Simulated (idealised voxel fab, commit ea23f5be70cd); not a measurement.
A process module follows: voxel ribs on slabs.
285 nm wide, 5 nm square cells: that's cross-section cut.
Cross-section = grid of square cells, listed top down in bands; band = one or more rows.
Look at the band entry: it leads with the top's height and the bottom's height in nm. Then it lists the materials left to right, with a width in nm for each. The word "edge to edge" on a single material says that material fills the band edge to edge. The word "air" is empty space.
Heights from 0 (as-received wafer is one material below). Bottom band endless downward, as "0 -> down".
Top row gets the first number, bottom row gets the second, and each row in between changes by the same step: that is how a band width like "30 to 40" works.
It should be understood that the words "identical to before", when stated for a given step, signify that the cross-section underwent no change in any of its cells during that step.
Listed in "Trapped cavities": every empty space of 8 or more cells without an open way to the top. Form: width x height at distance, the distance being from the left edge, all in nm.
That trailing text on a step's line, after the settings, is the simulator's own remark on the step.
On any step carrying a mask, the "overlay nm" setting, if present on the step's line, tells how far right of its planned place the mask lay; negative values point to the left.

Listed below are the process steps as planned:
1. RECEIVE (material Si)
2. DIRECTIONAL_DEP (material SiO2; thk nm 25)
3. DIRECTIONAL_DEP (material polySi; thk nm 25)
4. PATTERN (tone cover; mask id RIB; material resist; width nm 30; thk nm 20; overlay nm 0)
5. DIRECTIONAL_ETCH (etch materials polySi; depth nm 5)
6. STRIP (etch materials resist)
7. PATTERN (tone cover; mask id SLAB; material resist; width nm 90; thk nm 15; overlay nm 0)
8. DIRECTIONAL_ETCH (etch materials polySi; depth nm 20)
9. STRIP (etch materials resist)
10. FILL_DEP (material SiO2; thk nm 20)
11. CMP (height nm 65)
12. DIRECTIONAL_DEP (material W; thk nm 10)
13. MASKED_ETCH (tone cover; mask id HEATER; width nm 40; etch materials W; depth nm 10; overlay nm 0)
14. CONFORMAL_DEP (material SiO2; thk nm 10)

As-received wafer cross-section (after step 1):
	0 -> down  Si edge to edge
	Trapped cavities: none

Cross-sectional view of the first of the two wafers upon completion of the module, processed in accordance with the plan:
	85 -> 75  air (110), SiO2 (60), air (115)
	75 -> 65  SiO2 (120), W (40), SiO2 (125)
	65 -> 50  SiO2 edge to edge
	50 -> 45  SiO2 (125), polySi (30), SiO2 (130)
	45 -> 25  SiO2 (95), polySi (90), SiO2 (100)
	25 -> 0  SiO2 edge to edge
	0 -> down  Si edge to edge
	Trapped cavities: none

Second wafer cross-section at end of module - shared start and plan with the first, one mistake in the run:
	85 -> 75  air (110), SiO2 (60), air (115)
	75 -> 65  SiO2 (120), W (40), SiO2 (125)
	65 -> 50  SiO2 edge to edge
	50 -> 25  W edge to edge
	25 -> 0  SiO2 edge to edge
	0 -> down  Si edge to edge
	Trapped cavities: none
Which mistake was made when the wafer was run? step 3 did not happen as planned, as run it was DIRECTIONAL_DEP (material W; thk nm 25)
End of process, cell counts, second wafer against first, materials with more or fewer: -207 SiO2 | +285 W | -78 polySi
